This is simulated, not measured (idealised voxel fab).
This section sets out a process module, namely voxel gate over fins.
Section cut is 230 nm wide and gridded with 5 nm square cells.
Reading order for cross-sections: top band down to bottom band. Underlying form: a grid of square cells. Band size: one or more rows of cells. Band: top and bottom heights (nm) first, top before bottom; then materials from left to right, widths in nm. "all across" marks a sole material filling the band edge to edge. "blank" denotes empty space. For the purposes of this specification, 0 denotes the height below which the wafer in its as-received condition is composed wholly of one material, and the lowermost band, lacking a lower limit, extends downward without end, as expressed in "0 -> down". A width such as "30 to 40" changes by the same amount from each row of cells to the next, from the band's top row to its bottom row. For the purposes of this document, the phrase "nothing changed" attached to a step denotes that no cell within the cross-section was modified by that step. In "Enclosed empty spaces" the enclosed voids are listed, meaning empty spaces of 8 cells or larger without any opening to the top. The form is width x height at distance, distance from the left edge, units nm. Note: text after step settings on the step line = simulator remark on that step. "overlay nm" on a masked step: distance the mask lay right of its planned place, negative for left.

The process steps that were planned are listed below:
1) RECEIVE: material Si
2) CONFORMAL_DEP: material SiN, thk nm 10
3) PATTERN: tone cover, mask id FINS, material resist, width nm 15, pitch nm 35, thk nm 15, overlay nm 0
4) DIRECTIONAL_ETCH: etch materials SiN, depth nm 10
5) DIRECTIONAL_ETCH: etch materials Si, depth nm 30
6) STRIP: etch materials resist
7) OXIDIZE: depth nm 5
8) FILL_DEP: material SiO2, thk nm 15
9) CMP: height nm 10
10) SELECTIVE_ETCH: etch materials SiO2, depth nm 20
11) STRIP: etch materials SiN
12) CONFORMAL_DEP: material HfO2, thk nm 5
13) CONFORMAL_DEP: material TiN, thk nm 5
14) CONFORMAL_DEP: material TiAl, thk nm 5
15) CONFORMAL_DEP: material TiN, thk nm 5
16) FILL_DEP: material W, thk nm 10
17) CMP: height nm 25
18) CONFORMAL_DEP: material SiCN, thk nm 10

So this is the incoming wafer in cross-section - it's already been through step 1:
    0 -> down  Si all across
    Enclosed empty spaces: none

Final wafer profile in cross-section after the module, from the same start and plan as above, with one mistake made during processing:
    35 -> 25  SiCN all across
    25 -> 20  W all across
    20 -> 15  W 50 | TiN 115 | W 65
    15 -> 10  W 50 | TiN 5 | TiAl 105 | TiN 5 | W 65
    10 -> 5  TiN 55 | TiAl 5 | TiN 25 | TiAl 10 | TiN 25 | TiAl 10 | TiN 25 | TiAl 5 | TiN 70
    5 -> 0  TiAl 60 | TiN 5 | HfO2 15 | TiN 5 | TiAl 10 | TiN 5 | HfO2 15 | TiN 5 | TiAl 10 | TiN 5 | HfO2 15 | TiN 5 | TiAl 75
    0 -> -5  TiN 65 | HfO2 5 | Si 5 | HfO2 5 | TiN 20 | HfO2 5 | Si 5 | HfO2 5 | TiN 20 | HfO2 5 | Si 5 | HfO2 5 | TiN 80
    -5 -> -10  HfO2 70 | Si 5 | HfO2 30 | Si 5 | HfO2 30 | Si 5 | HfO2 85
    -10 -> -35  SiO2 70 | Si 5 | SiO2 30 | Si 5 | SiO2 30 | Si 5 | SiO2 85
    -35 -> down  Si all across
    Enclosed empty spaces: none
Deviation from plan: step 3 was not run as planned; what actually ran was PATTERN: tone cover, mask id FINS, material resist, width nm 15, pitch nm 35, thk nm 15, overlay nm -5
